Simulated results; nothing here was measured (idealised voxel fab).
Process module, titled voxel capacitor over wiring
It is cross-section cut that appears here, measuring 250 nm in width, its square cells being 5 nm in size.
Cross-section spec: square-cell grid; bands listed top down; each band is one or more rows. This entry defines a band. It first specifies the height of the band's top and the height of its bottom in nm, and then specifies the band's materials from left to right, stating each material with its width in nm. The word "everywhere" identifies a single material that fills the band from edge to edge, while the word "blank" identifies empty space. Where do heights start? At 0: under that level the wafer as delivered is made of one material only. And the lowest band has no floor; it just carries on downward, as in "0 down". The two numbers in a width such as "30..40" mark its ends across the band: the first belongs to the top row of cells, the second to the bottom row, and from each row to the next the width moves by the same amount. "nothing got changed" for a step: no cell of the cross-section changed in that step. "Closed internal voids": empty spaces of 8 cells or more with no open way to the top, each given as width x height at distance, distance from the left edge, all in nm. What comes after the settings on a step's line is commentary from the simulator itself on that step. overlay nm: right-of-plan distance of the mask on a masked step; negative values mean left-of-plan.
## Planned process steps
1. RECEIVE,material Si
2. CONFORMAL_DEP,material SiO2,thk nm 15
3. DIRECTIONAL_DEP,material TiN,thk nm 5
4. DIRECTIONAL_DEP,material W,thk nm 20
5. PATTERN,tone cover,mask id METAL_1,material resist,width nm 30,pitch nm 100,thk nm 15,overlay nm 0
6. DIRECTIONAL_ETCH,etch materials W,depth nm 20
7. DIRECTIONAL_ETCH,etch materials TiN,depth nm 5
8. STRIP,etch materials resist
9. FILL_DEP,material SiO2,thk nm 5
10. CMP,height nm 40
11. CONFORMAL_DEP,material SiCN,thk nm 5
12. DIRECTIONAL_DEP,material SiO2,thk nm 20
13. PATTERN,tone open,mask id PLUG_1,material resist,width nm 15,thk nm 15,overlay nm 0
14. DIRECTIONAL_ETCH,etch materials SiO2,depth nm 20
15. DIRECTIONAL_ETCH,etch materials SiCN,depth nm 5
16. STRIP,etch materials resist
17. EPI,material Ru,thk nm 10
18. EPI,material Ru,thk nm 10
19. EPI,material Ru,thk nm 5
20. DIRECTIONAL_DEP,material TiN,thk nm 10
21. DIRECTIONAL_DEP,material HfO2,thk nm 5
22. DIRECTIONAL_DEP,material TiN,thk nm 10
23. DIRECTIONAL_DEP,material aC,thk nm 15
24. PATTERN,tone cover,mask id UPPER_PLATE,material resist,width nm 75,thk nm 35,overlay nm 0
25. DIRECTIONAL_ETCH,etch materials aC,depth nm 15
26. STRIP,etch materials resist
27. DIRECTIONAL_ETCH,etch materials TiN,depth nm 10
28. DIRECTIONAL_ETCH,etch materials HfO2,depth nm 5
29. STRIP,etch materials aC
30. DIRECTIONAL_DEP,material aC,thk nm 15
31. PATTERN,tone cover,mask id LOWER_PLATE,material resist,width nm 85,thk nm 35,overlay nm 0
32. DIRECTIONAL_ETCH,etch materials aC,depth nm 15
33. STRIP,etch materials resist
34. DIRECTIONAL_ETCH,etch materials TiN,depth nm 10
35. STRIP,etch materials aC
36. FILL_DEP,material SiO2,thk nm 15
37. CMP,height nm 100
38. DIRECTIONAL_DEP,material aC,thk nm 15
39. PATTERN,tone open,mask id PLUG_2,material resist,width nm 15,thk nm 30,overlay nm 0
40. DIRECTIONAL_ETCH,etch materials aC,depth nm 15
41. STRIP,etch materials resist
42. DIRECTIONAL_ETCH,etch materials SiO2,depth nm 10
43. STRIP,etch materials aC
44. CONFORMAL_DEP,material TiN,thk nm 5
45. FILL_DEP,material W,thk nm 5
46. CMP,height nm 100
47. CONFORMAL_DEP,material SiCN,thk nm 5
## As received (post step 1): cross-section
> 0 down  Si everywhere
> Closed internal voids: none
## Here's the wafer cut in cross-section after the module, started and planned just like above, except one thing was done wrong in the run
> 105 to 100  SiCN everywhere
> 100 to 95  SiO2 85; TiN 5; W 5; TiN 5; SiO2 150
> 95 to 90  SiO2 85; TiN 15; SiO2 150
> 90 to 80  SiO2 90; TiN 60; SiO2 100
> 80 to 75  SiO2 90; HfO2 60; SiO2 100
> 75 to 65  SiO2 70; TiN 5; SiO2 15; TiN 65; SiO2 95
> 65 to 55  SiO2 75; TiN 15; SiO2 160
> 55 to 50  SiO2 75; HfO2 15; SiO2 160
> 50 to 45  SiO2 75; TiN 15; SiO2 160
> 45 to 40  SiCN 75; TiN 15; SiCN 160
> 40 to 20  W 60; SiO2 30; W 70; SiO2 30; W 60
> 20 to 15  TiN 60; SiO2 30; TiN 70; SiO2 30; TiN 60
> 15 to 0  SiO2 everywhere
> 0 down  Si everywhere
> Closed internal voids: none
The plan and the run diverged here: for step 5, the planned setting was not used; the step was instead run as PATTERN,tone open,mask id METAL_1,material resist,width nm 30,pitch nm 100,thk nm 15,overlay nm 0
